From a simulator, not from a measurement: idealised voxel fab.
Title: Process Module voxel capacitor over wiring
Square cells of 5 nm make up the cross-section cut, whose width is 300 nm.
Format of a cross-section: grid, square cells. Given as bands. Order: top down. Band: one or more rows of cells.
Look at the band entry: it leads with the top's height and the bottom's height in nm. Then it lists the materials left to right, with a width in nm for each. The word "throughout" on a single material says that material fills the band edge to edge. The word "air" is empty space.
Basically, 0 is our baseline, since under it the wafer straight out of the box is all one material. The bottom band has no lower end and keeps on going down, so it looks like "0 -> down".
Per-row width for "30->40": begins at first number (top row of band), ends at second number (bottom row), increment between rows held constant.
When a step is marked "left unchanged", none of the cells in the cross-section changed during that step.
"Enclosed void list" enumerates empty spaces isolated from the top, with no open way to it, that contain at least 8 cells, giving each as width x height at distance from the left edge, all three in nm.
On a step's line, text after the settings is the simulator commenting on that step.
On any step carrying a mask, the "overlay nm" setting, if present on the step's line, tells how far right of its planned place the mask lay; negative values point to the left.
The planned process steps are enumerated hereunder
- 1: RECEIVE | material Si
- 2: CONFORMAL_DEP | material SiO2 | thk nm 15
- 3: CONFORMAL_DEP | material SiCN | thk nm 5
- 4: DIRECTIONAL_DEP | material SiO2 | thk nm 20
- 5: DIRECTIONAL_DEP | material aC | thk nm 15
- 6: PATTERN | tone open | mask id METAL_1 | material resist | width nm 25 | pitch nm 80 | thk nm 30 | overlay nm 0
- 7: DIRECTIONAL_ETCH | etch materials aC | depth nm 15
- 8: STRIP | etch materials resist
- 9: DIRECTIONAL_ETCH | etch materials SiO2 | depth nm 20
- 10: DIRECTIONAL_ETCH | etch materials SiCN | depth nm 5
- 11: STRIP | etch materials aC
- 12: CONFORMAL_DEP | material TiN | thk nm 5
- 13: FILL_DEP | material W | thk nm 5
- 14: CMP | height nm 40
- 15: CONFORMAL_DEP | material SiCN | thk nm 5
- 16: DIRECTIONAL_DEP | material SiO2 | thk nm 10
- 17: PATTERN | tone open | mask id PLUG_1 | material resist | width nm 15 | thk nm 20 | overlay nm 0
- 18: DIRECTIONAL_ETCH | etch materials SiO2 | depth nm 10
- 19: DIRECTIONAL_ETCH | etch materials SiCN | depth nm 5
- 20: STRIP | etch materials resist
- 21: CONFORMAL_DEP | material TiN | thk nm 5
- 22: FILL_DEP | material Ru | thk nm 10
- 23: CMP | height nm 55
- 24: DIRECTIONAL_DEP | material TiN | thk nm 5
- 25: DIRECTIONAL_DEP | material HfO2 | thk nm 5
- 26: DIRECTIONAL_DEP | material TiN | thk nm 5
- 27: MASKED_ETCH | tone cover | mask id UPPER_PLATE | width nm 60 | etch materials TiN | depth nm 5 | overlay nm 0
- 28: MASKED_ETCH | tone cover | mask id UPPER_PLATE | width nm 60 | etch materials HfO2 | depth nm 5 | overlay nm 0
- 29: MASKED_ETCH | tone cover | mask id LOWER_PLATE | width nm 70 | etch materials TiN | depth nm 5 | overlay nm 0
- 30: FILL_DEP | material SiO2 | thk nm 20
- 31: CMP | height nm 85
- 32: MASKED_ETCH | tone open | mask id PLUG_2 | width nm 15 | etch materials SiO2 | depth nm 15 | overlay nm 0
- 33: CONFORMAL_DEP | material TiN | thk nm 5
- 34: FILL_DEP | material Ru | thk nm 5
- 35: CMP | height nm 85
- 36: CONFORMAL_DEP | material SiCN | thk nm 5
The plan shows the thk nm of step 26 as the first wafer had it; this setting differs between the wafers, which start out alike.
Cut through the first of several wafers as received, post step 1
0 -> down | Si throughout
Enclosed void list: none
Shown in cross-section: the first of several wafers at the end of the module, after its last step, step 36
90 -> 85 | SiCN throughout
85 -> 75 | SiO2: 115, TiN: 5, Ru: 5, TiN: 5, SiO2: 170
75 -> 65 | SiO2: 115->105, TiN: 15->60, SiO2: 170->135
65 -> 60 | SiO2: 105, HfO2: 60, SiO2: 135
60 -> 55 | SiO2: 100, TiN: 70, SiO2: 130
55 -> 45 | SiO2: 105, TiN: 5, Ru: 5, TiN: 5, SiO2: 180
45 -> 40 | SiCN: 105, TiN: 15, SiCN: 180
40 -> 20 | SiO2: 95, TiN: 5, W: 15, TiN: 5, SiO2: 55, TiN: 5, W: 15, TiN: 5, SiO2: 100
20 -> 15 | SiCN: 95, TiN: 25, SiCN: 55, TiN: 25, SiCN: 100
15 -> 0 | SiO2 throughout
0 -> down | Si throughout
Enclosed void list: none
Wafer cross-section (last wafer, module end)
90 -> 85 | SiCN throughout
85 -> 75 | SiO2: 105->100, TiN: 60->70, SiO2: 135->130
75 -> 65 | TiN throughout
65 -> 60 | HfO2 throughout
60 -> 55 | TiN throughout
55 -> 45 | SiO2: 105, TiN: 5, Ru: 5, TiN: 5, SiO2: 180
45 -> 40 | SiCN: 105, TiN: 15, SiCN: 180
40 -> 20 | SiO2: 95, TiN: 5, W: 15, TiN: 5, SiO2: 55, TiN: 5, W: 15, TiN: 5, SiO2: 100
20 -> 15 | SiCN: 95, TiN: 25, SiCN: 55, TiN: 25, SiCN: 100
15 -> 0 | SiO2 throughout
0 -> down | Si throughout
Enclosed void list: none
Each wafer at the end: cells of each material gained (+) or lost (-) since it was received, then its closed voids
thk nm 5; +12 HfO2; +4 Ru; +167 SiCN; +807 SiO2; +66 TiN; +24 W; Enclosed void list: none
thk nm 10; +60 HfO2; +3 Ru; +167 SiCN; +702 SiO2; +124 TiN; +24 W; Enclosed void list: none
thk nm 15; +60 HfO2; +2 Ru; +167 SiCN; +645 SiO2; +182 TiN; +24 W; Enclosed void list: none
thk nm 20; +60 HfO2; +2 Ru; +167 SiCN; +588 SiO2; +239 TiN; +24 W; Enclosed void list: none
